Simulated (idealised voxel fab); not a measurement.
process module | voxel self aligned vias
cross-section cut | 155 nm wide | cells 5 nm
A cross-section is a grid of square cells, given in bands from the top down. A band is one or more rows of cells.
Each band's line starts with the height of the band's top and of its bottom, in nm. Then come its materials from left to right, each with its width in nm. One material with "throughout" fills the band from edge to edge. "air" is empty space.
Height 0 is the level under which the wafer as received is all one material. The lowest band goes on downwards, as in "0 down".
A width such as "30 to 40" changes by the same amount from each row of cells to the next, from the band's top row to its bottom row.
"no change" after a step means that no cell of the cross-section changed.
closed voids: empty space of 8 cells or more with no open way to the top, each as width x height at its distance from the left edge, in nm
after a step's settings: what the simulator itself notes on the step
overlay nm, on a step with a mask: how far to the right of its planned place the mask lay; to the left if negative
plan
1 op RECEIVE | material Si
2 op CONFORMAL_DEP | material SiO2 | thk nm 10
3 op CONFORMAL_DEP | material SiCN | thk nm 5
4 op DIRECTIONAL_DEP | material lowk | thk nm 30
5 op MASKED_ETCH | tone open | mask id LINES | width nm 30 | pitch nm 65 | etch materials lowk | depth nm 30 | overlay nm 0
6 op CONFORMAL_DEP | material TiN | thk nm 5
7 op FILL_DEP | material Ru | thk nm 10
8 op CMP | height nm 45
9 op SELECTIVE_ETCH | etch materials W Ru TiN | depth nm 5
10 op FILL_DEP | material SiN | thk nm 10
11 op CMP | height nm 45
12 op DIRECTIONAL_DEP | material lowk | thk nm 15
13 op PATTERN | tone open | mask id VIAS | material resist | width nm 50 | thk nm 15 | overlay nm 0
14 op DIRECTIONAL_ETCH | etch materials lowk | depth nm 15
15 op DIRECTIONAL_ETCH | etch materials SiN | depth nm 5
16 op STRIP | etch materials resist
17 op CONFORMAL_DEP | material TiN | thk nm 5
18 op FILL_DEP | material Cu | thk nm 5
19 op CMP | height nm 60
20 op CONFORMAL_DEP | material SiCN | thk nm 5
first wafer, as planned
as received, after step 1
  0 down: Si throughout
  closed voids: none
after step 2
  10 to 0: SiO2 throughout
  below 0: unchanged
after step 3
  15 to 10: SiCN throughout
  below 10: unchanged
after step 4
  45 to 15: lowk throughout
  below 15: unchanged
after step 5
  45 to 15: lowk 30 | air 30 | lowk 35 | air 30 | lowk 30
  below 15: unchanged
after step 6
  50 to 45: TiN 35 | air 20 | TiN 45 | air 20 | TiN 35
  45 to 20: lowk 30 | TiN 5 | air 20 | TiN 5 | lowk 35 | TiN 5 | air 20 | TiN 5 | lowk 30
  20 to 15: lowk 30 | TiN 30 | lowk 35 | TiN 30 | lowk 30
  below 15: unchanged
after step 7
  60 to 50: Ru throughout
  50 to 45: TiN 35 | Ru 20 | TiN 45 | Ru 20 | TiN 35
  45 to 20: lowk 30 | TiN 5 | Ru 20 | TiN 5 | lowk 35 | TiN 5 | Ru 20 | TiN 5 | lowk 30
  below 20: unchanged
after step 8
  45 to 20: lowk 30 | TiN 5 | Ru 20 | TiN 5 | lowk 35 | TiN 5 | Ru 20 | TiN 5 | lowk 30
  below 20: unchanged
after step 9
  45 to 40: lowk 30 | air 30 | lowk 35 | air 30 | lowk 30
  below 40: unchanged
after step 10
  55 to 45: SiN throughout
  45 to 40: lowk 30 | SiN 30 | lowk 35 | SiN 30 | lowk 30
  below 40: unchanged
after step 11
  45 to 40: lowk 30 | SiN 30 | lowk 35 | SiN 30 | lowk 30
  below 40: unchanged
after step 12
  60 to 45: lowk throughout
  below 45: unchanged
after step 13
  75 to 60: resist 20 | air 50 | resist 85
  below 60: unchanged
after step 14
  75 to 60: resist 20 | air 50 | resist 85
  60 to 45: lowk 20 | air 50 | lowk 85
  below 45: unchanged
after step 15
  75 to 60: resist 20 | air 50 | resist 85
  60 to 45: lowk 20 | air 50 | lowk 85
  45 to 40: lowk 30 | air 30 | lowk 35 | SiN 30 | lowk 30
  below 40: unchanged
after step 16
  60 to 45: lowk 20 | air 50 | lowk 85
  below 45: unchanged
after step 17
  65 to 60: TiN 25 | air 40 | TiN 90
  60 to 50: lowk 20 | TiN 5 | air 40 | TiN 5 | lowk 85
  50 to 45: lowk 20 | TiN 15 | air 20 | TiN 15 | lowk 85
  45 to 40: lowk 30 | TiN 30 | lowk 35 | SiN 30 | lowk 30
  below 40: unchanged
after step 18
  70 to 65: Cu throughout
  65 to 60: TiN 25 | Cu 40 | TiN 90
  60 to 50: lowk 20 | TiN 5 | Cu 40 | TiN 5 | lowk 85
  50 to 45: lowk 20 | TiN 15 | Cu 20 | TiN 15 | lowk 85
  below 45: unchanged
after step 19
  60 to 50: lowk 20 | TiN 5 | Cu 40 | TiN 5 | lowk 85
  below 50: unchanged
after step 20
  65 to 60: SiCN throughout
  below 60: unchanged
second wafer: like start, like plan, one mistake. Through step 4 it matches the first wafer
when step 5 should have ended
  45 to 15: air 30 | lowk 30 | air 35 | lowk 30 | air 30
  below 15: unchanged
when step 6 should have ended
  50 to 45: air 25 | TiN 40 | air 25 | TiN 40 | air 25
  45 to 20: air 25 | TiN 5 | lowk 30 | TiN 5 | air 25 | TiN 5 | lowk 30 | TiN 5 | air 25
  20 to 15: TiN 30 | lowk 30 | TiN 35 | lowk 30 | TiN 30
  below 15: unchanged
when step 7 should have ended
  60 to 50: Ru throughout
  50 to 45: Ru 25 | TiN 40 | Ru 25 | TiN 40 | Ru 25
  45 to 20: Ru 25 | TiN 5 | lowk 30 | TiN 5 | Ru 25 | TiN 5 | lowk 30 | TiN 5 | Ru 25
  below 20: unchanged
when step 8 should have ended
  45 to 20: Ru 25 | TiN 5 | lowk 30 | TiN 5 | Ru 25 | TiN 5 | lowk 30 | TiN 5 | Ru 25
  below 20: unchanged
when step 9 should have ended
  45 to 40: air 30 | lowk 30 | air 35 | lowk 30 | air 30
  below 40: unchanged
when step 10 should have ended
  55 to 45: SiN throughout
  45 to 40: SiN 30 | lowk 30 | SiN 35 | lowk 30 | SiN 30
  below 40: unchanged
when step 11 should have ended
  45 to 40: SiN 30 | lowk 30 | SiN 35 | lowk 30 | SiN 30
  below 40: unchanged
when step 12 should have ended
  60 to 45: lowk throughout
  below 45: unchanged
when step 13 should have ended
  75 to 60: resist 20 | air 50 | resist 85
  below 60: unchanged
when step 14 should have ended
  75 to 60: resist 20 | air 50 | resist 85
  60 to 45: lowk 20 | air 50 | lowk 85
  below 45: unchanged
when step 15 should have ended
  75 to 60: resist 20 | air 50 | resist 85
  60 to 45: lowk 20 | air 50 | lowk 85
  45 to 40: SiN 20 | air 10 | lowk 30 | air 10 | SiN 25 | lowk 30 | SiN 30
  below 40: unchanged
when step 16 should have ended
  60 to 45: lowk 20 | air 50 | lowk 85
  below 45: unchanged
when step 17 should have ended
  65 to 60: TiN 25 | air 40 | TiN 90
  60 to 50: lowk 20 | TiN 5 | air 40 | TiN 5 | lowk 85
  50 to 45: lowk 20 | TiN 50 | lowk 85
  45 to 40: SiN 20 | TiN 10 | lowk 30 | TiN 10 | SiN 25 | lowk 30 | SiN 30
  below 40: unchanged
when step 18 should have ended
  70 to 65: Cu throughout
  65 to 60: TiN 25 | Cu 40 | TiN 90
  60 to 50: lowk 20 | TiN 5 | Cu 40 | TiN 5 | lowk 85
  below 50: unchanged
when step 19 should have ended
  60 to 50: lowk 20 | TiN 5 | Cu 40 | TiN 5 | lowk 85
  below 50: unchanged
when step 20 should have ended
  65 to 60: SiCN throughout
  below 60: unchanged
what went wrong: step 5 ran as: op MASKED_ETCH | tone cover | mask id LINES | width nm 30 | pitch nm 65 | etch materials lowk | depth nm 30 | overlay nm 0
at the end the second wafer has, in cells: 4 fewer of Cu | 28 more of Ru | 9 more of SiN | 9 more of TiN | 42 fewer of lowk
